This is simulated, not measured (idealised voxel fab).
process module | voxel ribs on slabs
cross-section cut | 300 nm wide | cells 5 nm
A cross-section is a grid of square cells, given in bands from the top down. A band is one or more rows of cells.
Each band's line starts with the height of the band's top and of its bottom, in nm. Then come its materials from left to right, each with its width in nm. One material with "throughout" fills the band from edge to edge. "air" is empty space.
Height 0 is the level under which the wafer as received is all one material. The lowest band goes on downwards, as in "0 down".
A width such as "30 to 40" changes by the same amount from each row of cells to the next, from the band's top row to its bottom row.
"no change" after a step means that no cell of the cross-section changed.
closed voids: empty space of 8 cells or more with no open way to the top, each as width x height at its distance from the left edge, in nm
after a step's settings: what the simulator itself notes on the step
overlay nm, on a step with a mask: how far to the right of its planned place the mask lay; to the left if negative
plan
1 op RECEIVE | material Si
2 op DIRECTIONAL_DEP | material SiO2 | thk nm 20
3 op DIRECTIONAL_DEP | material polySi | thk nm 20
4 op DIRECTIONAL_DEP | material aC | thk nm 15
5 op PATTERN | tone cover | mask id RIB | material resist | width nm 30 | thk nm 30 | overlay nm 0
6 op DIRECTIONAL_ETCH | etch materials aC | depth nm 15
7 op STRIP | etch materials resist
8 op DIRECTIONAL_ETCH | etch materials polySi | depth nm 10
9 op STRIP | etch materials aC
10 op PATTERN | tone cover | mask id SLAB | material resist | width nm 90 | thk nm 20 | overlay nm 0
11 op DIRECTIONAL_ETCH | etch materials polySi | depth nm 5
12 op STRIP | etch materials resist
13 op FILL_DEP | material SiO2 | thk nm 30
14 op CMP | height nm 60
15 op DIRECTIONAL_DEP | material TiN | thk nm 5
16 op DIRECTIONAL_DEP | material aC | thk nm 15
17 op PATTERN | tone cover | mask id HEATER | material resist | width nm 40 | thk nm 30 | overlay nm 0
18 op DIRECTIONAL_ETCH | etch materials aC | depth nm 15
19 op STRIP | etch materials resist
20 op DIRECTIONAL_ETCH | etch materials TiN | depth nm 5
21 op STRIP | etch materials aC
22 op CONFORMAL_DEP | material SiO2 | thk nm 5
varied across the wafers: depth nm of step 11. The plan shows the first wafer's value. All wafers start alike
first wafer as received, after step 1
  0 down: Si throughout
  closed voids: none
first wafer at the end, after step 22
  70 to 65: air 125 | SiO2 50 | air 125
  65 to 60: SiO2 130 | TiN 40 | SiO2 130
  60 to 40: SiO2 throughout
  40 to 30: SiO2 135 | polySi 30 | SiO2 135
  30 to 25: SiO2 105 | polySi 90 | SiO2 105
  25 to 20: polySi throughout
  20 to 0: SiO2 throughout
  0 down: Si throughout
  closed voids: none
last wafer at the end
  70 to 65: air 125 | SiO2 50 | air 125
  65 to 60: SiO2 130 | TiN 40 | SiO2 130
  60 to 40: SiO2 throughout
  40 to 30: SiO2 135 | polySi 30 | SiO2 135
  30 to 20: SiO2 105 | polySi 90 | SiO2 105
  20 to 0: SiO2 throughout
  0 down: Si throughout
  closed voids: none
each wafer at the end: cells of each material gained (+) or lost (-) since it was received, then its closed voids
depth nm 5 | +692 SiO2 | +8 TiN | +90 polySi | closed voids: none
depth nm 10 | +734 SiO2 | +8 TiN | +48 polySi | closed voids: none
depth nm 15 | +734 SiO2 | +8 TiN | +48 polySi | closed voids: none
depth nm 20 | +734 SiO2 | +8 TiN | +48 polySi | closed voids: none
depth nm 25 | +734 SiO2 | +8 TiN | +48 polySi | closed voids: none
